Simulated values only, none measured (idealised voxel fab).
Presented below is a process module, voxel quadruple lines.
Cross-section cut: width 170 nm, square cells of 5 nm.
Throughout this document, each cross-section is represented as a grid of square cells and is presented as a sequence of bands enumerated from the top downward, where a band comprises one or more rows of cells. First you get the band's top height and its bottom height, in nm, and then the materials it's made of, left to right, with each width in nm. If you see a single material with "everywhere", that one covers the band edge to edge. "air" is empty space. Height is counted from the level 0, under which the received wafer is composed throughout of one material. The lowest of the bands is not closed at the bottom but continues downward, in the notation "z 0 and below". Width spec "30..40" -> top row of cells at first value, bottom row at second value, equal per-row change in between. You'll sometimes find "remained the same" written for a step, and that's the way of saying that nowhere in the cross-section did a cell change during that step. What "Sealed voids" gives you is every empty space of 8 cells or more that is cut off from the top. Each appears as width x height at distance, with the distance taken from the left edge and width, height and distance all in nm. Anything after a step's settings on that line? It's the simulator's own note about the step. Regarding "overlay nm": on a step with a mask, it is the distance the mask lay to the right of its planned place; a negative value places it to the left.

Here's what the planned process steps look like
1) RECEIVE with material Si
2) CONFORMAL_DEP with material Al2O3, thk nm 10
3) DIRECTIONAL_DEP with material Ru, thk nm 15
4) DIRECTIONAL_DEP with material polySi, thk nm 20
5) DIRECTIONAL_DEP with material aC, thk nm 25
6) PATTERN with tone cover, mask id MANDREL, material resist, width nm 30, thk nm 30, overlay nm 0
7) DIRECTIONAL_ETCH with etch materials aC, depth nm 25
8) STRIP with etch materials resist
9) CONFORMAL_DEP with material SiO2, thk nm 10
10) DIRECTIONAL_ETCH with etch materials SiO2, depth nm 10
11) STRIP with etch materials aC
12) DIRECTIONAL_ETCH with etch materials polySi, depth nm 20
13) STRIP with etch materials SiO2
14) CONFORMAL_DEP with material SiN, thk nm 10
15) DIRECTIONAL_ETCH with etch materials SiN, depth nm 10
16) STRIP with etch materials polySi
17) DIRECTIONAL_ETCH with etch materials Ru, depth nm 15
18) STRIP with etch materials SiN
19) FILL_DEP with material SiO2, thk nm 10
20) CMP with height nm 25

Wafer at receipt (post step 1), cross-section
> z 0 and below  Si everywhere
> Sealed voids: none

The first of two wafers, cross-sectioned at the end of the module, with the run proceeding as planned
> z 25 to 10  50 of SiO2 / 10 of Ru / 10 of SiO2 / 10 of Ru / 10 of SiO2 / 10 of Ru / 10 of SiO2 / 10 of Ru / 50 of SiO2
> z 10 to 0  Al2O3 everywhere
> z 0 and below  Si everywhere
> Sealed voids: none

Cross-section, second wafer: same start as the first, same plan as the first, one mistake in running it; taken at the end of the module
> z 20 to 10  50 of SiO2 / 10 of Ru / 10 of SiO2 / 10 of Ru / 10 of SiO2 / 10 of Ru / 10 of SiO2 / 10 of Ru / 50 of SiO2
> z 10 to 0  Al2O3 everywhere
> z 0 and below  Si everywhere
> Sealed voids: none
Misprocessing identified: the process deviated at step 20: the operation and settings actually run there were CMP with height nm 20
It is noted that, at the conclusion of processing, the second wafer exhibits a higher or lower cell count for certain materials relative to the first: 8 fewer of Ru; 26 fewer of SiO2
